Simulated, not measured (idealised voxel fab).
Process module in this document: voxel transistor to metal
Cross-sectional view cut (width: 260 nm; square cell size: 5 nm).
In this document a cross-section is written as a grid of square cells. It is given as a series of bands, listed from the top down, and a band is one or more rows of cells.
Read a band's entry like this: the first values are the height of its top and the height of its bottom in nm, and what follows is the sequence of materials from left to right, each with its width in nm. Note that "empty" is empty space, and that a single material marked "all across" reaches across the band from edge to edge.
Where do heights start? At 0: under that level the wafer as delivered is made of one material only. And the lowest band has no floor; it just carries on downward, as in "0 and below".
Read "30 to 40" as a graded width: first number on top, second number at the bottom, same change between each pair of neighbouring rows.
Basically "identical to before" means that step didn't change any cell in the cross-section.
Closed void listing: empty space of 8 cells or more with no open way to the top, each as width x height at its distance from the left edge, in nm
Note: text after step settings on the step line = simulator remark on that step.
What "overlay nm" on a step's line means: if the step has a mask, that mask lay this far to the right of its planned place, or, when the value is negative, to the left.

[List of planned process steps]
step 1: RECEIVE | material Si
step 2: CONFORMAL_DEP | material SiO2 | thk nm 5
step 3: CONFORMAL_DEP | material SiN | thk nm 10
step 4: DIRECTIONAL_DEP | material aC | thk nm 10
step 5: PATTERN | tone cover | mask id ACTIVE | material resist | width nm 100 | pitch nm 130 | thk nm 30 | overlay nm 0
step 6: DIRECTIONAL_ETCH | etch materials aC | depth nm 10
step 7: STRIP | etch materials resist
step 8: DIRECTIONAL_ETCH | etch materials SiN | depth nm 10
step 9: DIRECTIONAL_ETCH | etch materials SiO2 | depth nm 5
step 10: DIRECTIONAL_ETCH | etch materials Si | depth nm 25
step 11: STRIP | etch materials aC
step 12: OXIDIZE | depth nm 5
step 13: FILL_DEP | material SiO2 | thk nm 5
step 14: CMP | height nm 15
step 15: SELECTIVE_ETCH | etch materials SiO2 | depth nm 10
step 16: STRIP | etch materials SiN
step 17: SELECTIVE_ETCH | etch materials SiO2 | depth nm 5
step 18: OXIDIZE | depth nm 5
step 19: DIRECTIONAL_DEP | material polySi | thk nm 30
step 20: DIRECTIONAL_DEP | material SiCN | thk nm 15
step 21: PATTERN | tone cover | mask id GATE | material resist | width nm 20 | pitch nm 130 | thk nm 15 | overlay nm 0
step 22: DIRECTIONAL_ETCH | etch materials SiCN | depth nm 25
step 23: DIRECTIONAL_ETCH | etch materials polySi | depth nm 40
step 24: STRIP | etch materials resist
step 25: CONFORMAL_DEP | material SiO2 | thk nm 5
step 26: DIRECTIONAL_ETCH | etch materials SiO2 | depth nm 5
step 27: CONFORMAL_DEP | material SiN | thk nm 10
step 28: DIRECTIONAL_ETCH | etch materials SiN | depth nm 10
step 29: DIRECTIONAL_ETCH | etch materials SiO2 | depth nm 5
step 30: DIRECTIONAL_ETCH | etch materials Si | depth nm 15
step 31: EPI | material pSi | thk nm 20
step 32: FILL_DEP | material SiO2 | thk nm 10
step 33: CMP | height nm 45
step 34: DIRECTIONAL_DEP | material SiO2 | thk nm 10
step 35: PATTERN | tone open | mask id CONTACT | material resist | width nm 15 | pitch nm 65 | thk nm 15 | overlay nm 0
step 36: DIRECTIONAL_ETCH | etch materials SiO2 | depth nm 40
step 37: STRIP | etch materials resist
step 38: CONFORMAL_DEP | material TiN | thk nm 5
step 39: FILL_DEP | material Ru | thk nm 5
step 40: CMP | height nm 55
step 41: CONFORMAL_DEP | material SiCN | thk nm 5
step 42: DIRECTIONAL_DEP | material lowk | thk nm 15
step 43: DIRECTIONAL_DEP | material aC | thk nm 15
step 44: PATTERN | tone open | mask id METAL_1 | material resist | width nm 15 | pitch nm 65 | thk nm 30 | overlay nm 0
step 45: DIRECTIONAL_ETCH | etch materials aC | depth nm 15
step 46: STRIP | etch materials resist
step 47: DIRECTIONAL_ETCH | etch materials lowk | depth nm 15
step 48: DIRECTIONAL_ETCH | etch materials SiCN | depth nm 5
step 49: STRIP | etch materials aC
step 50: CONFORMAL_DEP | material TiN | thk nm 5
step 51: FILL_DEP | material W | thk nm 10
step 52: CMP | height nm 75
step 53: EPI | material Ru | thk nm 5
step 54: FILL_DEP | material SiCN | thk nm 5

[This is the cross-section of the wafer as we received it, i.e. after step 1]
> 0 and below | Si all across
> Closed void listing: none

[Figure: cross-sectional view of the wafer upon completion of the module, processed from the initial state and according to the plan depicted above, with one error introduced during execution]
> 85 down to 80 | SiCN all across
> 80 down to 75 | 30 nm SiCN / 25 nm Ru / 40 nm SiCN / 25 nm Ru / 40 nm SiCN / 25 nm Ru / 40 nm SiCN / 25 nm Ru / 10 nm SiCN
> 75 down to 60 | 35 nm lowk / 5 nm TiN / 5 nm W / 5 nm TiN / 50 nm lowk / 5 nm TiN / 5 nm W / 5 nm TiN / 50 nm lowk / 5 nm TiN / 5 nm W / 5 nm TiN / 50 nm lowk / 5 nm TiN / 5 nm W / 5 nm TiN / 15 nm lowk
> 60 down to 55 | 35 nm SiCN / 15 nm TiN / 50 nm SiCN / 15 nm TiN / 50 nm SiCN / 15 nm TiN / 50 nm SiCN / 15 nm TiN / 15 nm SiCN
> 55 down to 45 | 25 nm SiO2 / 5 nm TiN / 5 nm Ru / 5 nm TiN / 50 nm SiO2 / 5 nm TiN / 5 nm Ru / 5 nm TiN / 50 nm SiO2 / 5 nm TiN / 5 nm Ru / 5 nm TiN / 50 nm SiO2 / 5 nm TiN / 5 nm Ru / 5 nm TiN / 25 nm SiO2
> 45 down to 30 | 25 nm SiO2 / 5 nm TiN / 5 nm Ru / 5 nm TiN / 10 nm SiN / 5 nm SiO2 / 20 nm SiCN / 5 nm SiO2 / 10 nm SiN / 5 nm TiN / 5 nm Ru / 5 nm TiN / 50 nm SiO2 / 5 nm TiN / 5 nm Ru / 5 nm TiN / 10 nm SiN / 5 nm SiO2 / 20 nm SiCN / 5 nm SiO2 / 10 nm SiN / 5 nm TiN / 5 nm Ru / 5 nm TiN / 25 nm SiO2
> 30 down to 20 | 25 nm SiO2 / 5 nm TiN / 5 nm Ru / 5 nm TiN / 10 nm SiN / 5 nm SiO2 / 20 nm polySi / 5 nm SiO2 / 10 nm SiN / 5 nm TiN / 5 nm Ru / 5 nm TiN / 50 nm SiO2 / 5 nm TiN / 5 nm Ru / 5 nm TiN / 10 nm SiN / 5 nm SiO2 / 20 nm polySi / 5 nm SiO2 / 10 nm SiN / 5 nm TiN / 5 nm Ru / 5 nm TiN / 25 nm SiO2
> 20 down to 15 | 25 nm SiO2 / 15 nm TiN / 10 nm SiN / 5 nm SiO2 / 20 nm polySi / 5 nm SiO2 / 10 nm SiN / 15 nm TiN / 50 nm SiO2 / 15 nm TiN / 10 nm SiN / 5 nm SiO2 / 20 nm polySi / 5 nm SiO2 / 10 nm SiN / 15 nm TiN / 25 nm SiO2
> 15 down to 0 | 20 nm SiO2 / 20 nm pSi / 10 nm SiN / 5 nm SiO2 / 20 nm polySi / 5 nm SiO2 / 10 nm SiN / 20 nm pSi / 40 nm SiO2 / 20 nm pSi / 10 nm SiN / 5 nm SiO2 / 20 nm polySi / 5 nm SiO2 / 10 nm SiN / 20 nm pSi / 20 nm SiO2
> 0 down to -5 | 15 nm SiO2 / 25 nm pSi / 50 nm SiO2 / 25 nm pSi / 30 nm SiO2 / 25 nm pSi / 50 nm SiO2 / 25 nm pSi / 15 nm SiO2
> -5 down to -20 | 20 nm SiO2 / 20 nm pSi / 50 nm Si / 20 nm pSi / 40 nm SiO2 / 20 nm pSi / 50 nm Si / 20 nm pSi / 20 nm SiO2
> -20 down to -30 | 20 nm SiO2 / 90 nm Si / 40 nm SiO2 / 90 nm Si / 20 nm SiO2
> -30 and below | Si all across
> Closed void listing: none
Plan not followed: step 44 was not run as planned; what actually ran was PATTERN | tone open | mask id METAL_1 | material resist | width nm 15 | pitch nm 65 | thk nm 30 | overlay nm 10
